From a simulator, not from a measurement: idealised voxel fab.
Herein follows the process module entitled voxel transistor to metal.
Section shown: cut. Width: 295 nm. Cell size: 5 nm, square.
Heads up, the way a cross-section reads in here is a grid of square cells, handed over as bands from the top down, with every band being one or more rows of cells.
Band entry format. Leading values: height of top, height of bottom, nm. Remainder: materials in left-to-right order, each with its width in nm. Special words: "full width" on a single material, which then fills the band edge to edge; "blank", empty space.
Convention: height 0 is the level below which the wafer, as received, is all one material. The lowest band does not terminate at the bottom but continues downward, represented as "0 nm and below".
The width entry "30 to 40" should be interpreted row by row: the top row of cells in the band takes the first number, the bottom row takes the second number, and the change between adjacent rows is uniform throughout.
The designation "no alterations made", where it is given for a processing step, indicates that no cell of the cross-section was altered in the course of that step.
The list in "Closed void table" covers empty spaces of 8 cells or more that cannot reach the top through any open way, and it gives each as width x height at distance; the distance is from the left edge, and width, height and distance are in nm.
What comes after the settings on a step's line is commentary from the simulator itself on that step.
For masked steps, "overlay nm" on the step line gives how far right of plan the mask actually lay; a minus sign means it lay to the left.
## Planned process steps
- 1: RECEIVE,material Si
- 2: OXIDIZE,depth nm 5
- 3: CONFORMAL_DEP,material SiN,thk nm 10
- 4: MASKED_ETCH,tone cover,mask id ACTIVE,width nm 90,pitch nm 110,etch materials SiN,depth nm 10,overlay nm 0
- 5: MASKED_ETCH,tone cover,mask id ACTIVE,width nm 90,pitch nm 110,etch materials SiO2,depth nm 5,overlay nm -15
- 6: MASKED_ETCH,tone cover,mask id ACTIVE,width nm 90,pitch nm 110,etch materials Si,depth nm 25,overlay nm 0
- 7: FILL_DEP,material SiO2,thk nm 15
- 8: CMP,height nm 10
- 9: SELECTIVE_ETCH,etch materials SiO2,depth nm 10
- 10: STRIP,etch materials SiN
- 11: SELECTIVE_ETCH,etch materials SiO2,depth nm 5
- 12: OXIDIZE,depth nm 5
- 13: DIRECTIONAL_DEP,material polySi,thk nm 25
- 14: DIRECTIONAL_DEP,material SiCN,thk nm 10
- 15: MASKED_ETCH,tone cover,mask id GATE,width nm 20,pitch nm 110,etch materials SiCN,depth nm 20,overlay nm 0
- 16: MASKED_ETCH,tone cover,mask id GATE,width nm 20,pitch nm 110,etch materials polySi,depth nm 35,overlay nm 0
- 17: CONFORMAL_DEP,material SiO2,thk nm 5
- 18: DIRECTIONAL_ETCH,etch materials SiO2,depth nm 5
- 19: CONFORMAL_DEP,material SiN,thk nm 10
- 20: DIRECTIONAL_ETCH,etch materials SiN,depth nm 10
- 21: DIRECTIONAL_ETCH,etch materials SiO2,depth nm 5
- 22: DIRECTIONAL_ETCH,etch materials Si,depth nm 5
- 23: EPI,material SiGe,thk nm 10
- 24: FILL_DEP,material SiO2,thk nm 5
- 25: CMP,height nm 30
- 26: DIRECTIONAL_DEP,material SiO2,thk nm 10
- 27: PATTERN,tone open,mask id CONTACT,material resist,width nm 15,thk nm 20,overlay nm 0
- 28: DIRECTIONAL_ETCH,etch materials SiO2,depth nm 45
- 29: STRIP,etch materials resist
- 30: CONFORMAL_DEP,material TiN,thk nm 5
- 31: FILL_DEP,material W,thk nm 5
- 32: CMP,height nm 40
- 33: DIRECTIONAL_DEP,material TiN,thk nm 5
- 34: DIRECTIONAL_DEP,material Ru,thk nm 25
- 35: MASKED_ETCH,tone cover,mask id METAL_1,width nm 15,etch materials Ru,depth nm 25,overlay nm 0
- 36: MASKED_ETCH,tone cover,mask id METAL_1,width nm 15,etch materials TiN,depth nm 5,overlay nm 0
- 37: FILL_DEP,material SiO2,thk nm 5
- 38: CMP,height nm 70
- 39: CONFORMAL_DEP,material SiCN,thk nm 5
- 40: DIRECTIONAL_DEP,material SiO2,thk nm 30
- 41: DIRECTIONAL_DEP,material aC,thk nm 10
- 42: PATTERN,tone open,mask id METAL_2,material resist,width nm 15,pitch nm 110,thk nm 25,overlay nm 0
- 43: DIRECTIONAL_ETCH,etch materials aC,depth nm 10
- 44: STRIP,etch materials resist
- 45: DIRECTIONAL_ETCH,etch materials SiO2,depth nm 15
- 46: STRIP,etch materials aC
- 47: MASKED_ETCH,tone open,mask id METAL_2_HOLES,width nm 15,pitch nm 110,etch materials SiO2,depth nm 15,overlay nm 0
- 48: MASKED_ETCH,tone open,mask id METAL_2_HOLES,width nm 15,pitch nm 110,etch materials SiCN,depth nm 5,overlay nm 0
- 49: CONFORMAL_DEP,material TiN,thk nm 5
- 50: FILL_DEP,material Ru,thk nm 10
- 51: CMP,height nm 105
- 52: CONFORMAL_DEP,material SiN,thk nm 5
Across this set of wafers, the varied parameter is the overlay nm of step 5. Starting conditions are identical for every wafer, and the plan reports the value assigned to the first wafer.
## First wafer of several, as received: cross-section after step 1
0 nm and below: Si full width
Closed void table: none
## Cross-section of the first of several wafers once the module has run through its last step, step 52
110 nm to 105 nm: SiN full width
105 nm to 75 nm: SiO2 (50); TiN (5); Ru (5); TiN (5); SiO2 (95); TiN (5); Ru (5); TiN (5); SiO2 (120)
75 nm to 70 nm: SiCN (50); TiN (15); SiCN (95); TiN (15); SiCN (120)
70 nm to 45 nm: SiO2 (50); Ru (15); SiO2 (50); Ru (15); SiO2 (30); Ru (15); SiO2 (50); Ru (15); SiO2 (55)
45 nm to 40 nm: SiO2 (50); TiN (15); SiO2 (50); TiN (15); SiO2 (30); TiN (15); SiO2 (50); TiN (15); SiO2 (55)
40 nm to 30 nm: SiO2 (50); TiN (5); W (5); TiN (5); SiO2 (50); TiN (5); W (5); TiN (5); SiO2 (30); TiN (5); W (5); TiN (5); SiO2 (50); TiN (5); W (5); TiN (5); SiO2 (55)
30 nm to 20 nm: SiO2 (50); TiN (5); W (5); TiN (5); SiN (10); SiO2 (5); SiCN (20); SiO2 (5); SiN (10); TiN (5); W (5); TiN (5); SiO2 (30); TiN (5); W (5); TiN (5); SiN (10); SiO2 (5); SiCN (20); SiO2 (5); SiN (10); TiN (5); W (5); TiN (5); SiO2 (55)
20 nm to 5 nm: SiO2 (50); TiN (5); W (5); TiN (5); SiN (10); SiO2 (5); polySi (20); SiO2 (5); SiN (10); TiN (5); W (5); TiN (5); SiO2 (30); TiN (5); W (5); TiN (5); SiN (10); SiO2 (5); polySi (20); SiO2 (5); SiN (10); TiN (5); W (5); TiN (5); SiO2 (55)
5 nm to 0 nm: SiO2 (50); TiN (15); SiN (10); SiO2 (5); polySi (20); SiO2 (5); SiN (10); TiN (15); SiO2 (30); TiN (15); SiN (10); SiO2 (5); polySi (20); SiO2 (5); SiN (10); TiN (15); SiO2 (55)
0 nm to -5 nm: SiO2 (50); TiN (5); SiGe (10); SiN (10); SiO2 (5); polySi (20); SiO2 (5); SiN (10); SiGe (10); TiN (5); SiO2 (30); TiN (5); SiGe (10); SiN (10); SiO2 (5); polySi (20); SiO2 (5); SiN (10); SiGe (10); TiN (5); SiO2 (55)
-5 nm to -10 nm: SiO2 (25); SiGe (40); SiO2 (50); SiGe (60); SiO2 (50); SiGe (25); SiO2 (45)
-10 nm to -15 nm: SiO2 (30); SiGe (35); Si (50); SiGe (20); SiO2 (5); SiGe (35); Si (50); SiGe (20); SiO2 (50)
-15 nm to -30 nm: SiO2 (30); Si (105); SiO2 (5); Si (105); SiO2 (50)
-30 nm and below: Si full width
Closed void table: none
## At the end of the module, the last of several wafers in cross-section
110 nm to 105 nm: SiN full width
105 nm to 75 nm: SiO2 (50); TiN (5); Ru (5); TiN (5); SiO2 (95); TiN (5); Ru (5); TiN (5); SiO2 (120)
75 nm to 70 nm: SiCN (50); TiN (15); SiCN (95); TiN (15); SiCN (120)
70 nm to 45 nm: SiO2 (50); Ru (15); SiO2 (50); Ru (15); SiO2 (30); Ru (15); SiO2 (50); Ru (15); SiO2 (55)
45 nm to 40 nm: SiO2 (50); TiN (15); SiO2 (50); TiN (15); SiO2 (30); TiN (15); SiO2 (50); TiN (15); SiO2 (55)
40 nm to 30 nm: SiO2 (50); TiN (5); W (5); TiN (5); SiO2 (50); TiN (5); W (5); TiN (5); SiO2 (30); TiN (5); W (5); TiN (5); SiO2 (50); TiN (5); W (5); TiN (5); SiO2 (55)
30 nm to 20 nm: SiO2 (50); TiN (5); W (5); TiN (5); SiN (10); SiO2 (5); SiCN (20); SiO2 (5); SiN (10); TiN (5); W (5); TiN (5); SiO2 (30); TiN (5); W (5); TiN (5); SiN (10); SiO2 (5); SiCN (20); SiO2 (5); SiN (10); TiN (5); W (5); TiN (5); SiO2 (55)
20 nm to 5 nm: SiO2 (50); TiN (5); W (5); TiN (5); SiN (10); SiO2 (5); polySi (20); SiO2 (5); SiN (10); TiN (5); W (5); TiN (5); SiO2 (30); TiN (5); W (5); TiN (5); SiN (10); SiO2 (5); polySi (20); SiO2 (5); SiN (10); TiN (5); W (5); TiN (5); SiO2 (55)
5 nm to 0 nm: SiO2 (50); TiN (15); SiN (10); SiO2 (5); polySi (20); SiO2 (5); SiN (10); TiN (15); SiO2 (30); TiN (15); SiN (10); SiO2 (5); polySi (20); SiO2 (5); SiN (10); TiN (15); SiO2 (55)
0 nm to -5 nm: SiO2 (50); TiN (5); SiGe (10); SiN (10); SiO2 (5); polySi (20); SiO2 (5); SiN (10); SiGe (10); TiN (5); SiO2 (30); TiN (5); SiGe (10); SiN (10); SiO2 (5); polySi (20); SiO2 (5); SiN (10); SiGe (10); TiN (5); SiO2 (55)
-5 nm to -10 nm: SiO2 (40); SiGe (25); SiO2 (50); SiGe (60); SiO2 (50); SiGe (40); SiO2 (30)
-10 nm to -15 nm: SiO2 (45); SiGe (20); Si (50); SiGe (35); SiO2 (5); SiGe (20); Si (50); SiGe (35); SiO2 (35)
-15 nm to -30 nm: SiO2 (45); Si (105); SiO2 (5); Si (105); SiO2 (35)
-30 nm and below: Si full width
Closed void table: none
## Per wafer, end of module: cells gained (+) or lost (-) per material since receipt, then closed voids
overlay nm -15; +72 Ru; -208 Si; +69 SiCN; +55 SiGe; +115 SiN; +1013 SiO2; +114 TiN; +28 W; +40 polySi; Closed void table: none
overlay nm -10; +72 Ru; -214 Si; +69 SiCN; +52 SiGe; +115 SiN; +1022 SiO2; +114 TiN; +28 W; +40 polySi; Closed void table: none
overlay nm -5; +72 Ru; -220 Si; +69 SiCN; +48 SiGe; +115 SiN; +1032 SiO2; +114 TiN; +28 W; +40 polySi; Closed void table: none
overlay nm 0; +72 Ru; -226 Si; +69 SiCN; +44 SiGe; +115 SiN; +1042 SiO2; +114 TiN; +28 W; +40 polySi; Closed void table: none
overlay nm 5; +72 Ru; -220 Si; +69 SiCN; +48 SiGe; +115 SiN; +1032 SiO2; +114 TiN; +28 W; +40 polySi; Closed void table: none
overlay nm 10; +72 Ru; -214 Si; +69 SiCN; +52 SiGe; +115 SiN; +1022 SiO2; +114 TiN; +28 W; +40 polySi; Closed void table: none
overlay nm 15; +72 Ru; -208 Si; +69 SiCN; +55 SiGe; +115 SiN; +1013 SiO2; +114 TiN; +28 W; +40 polySi; Closed void table: none
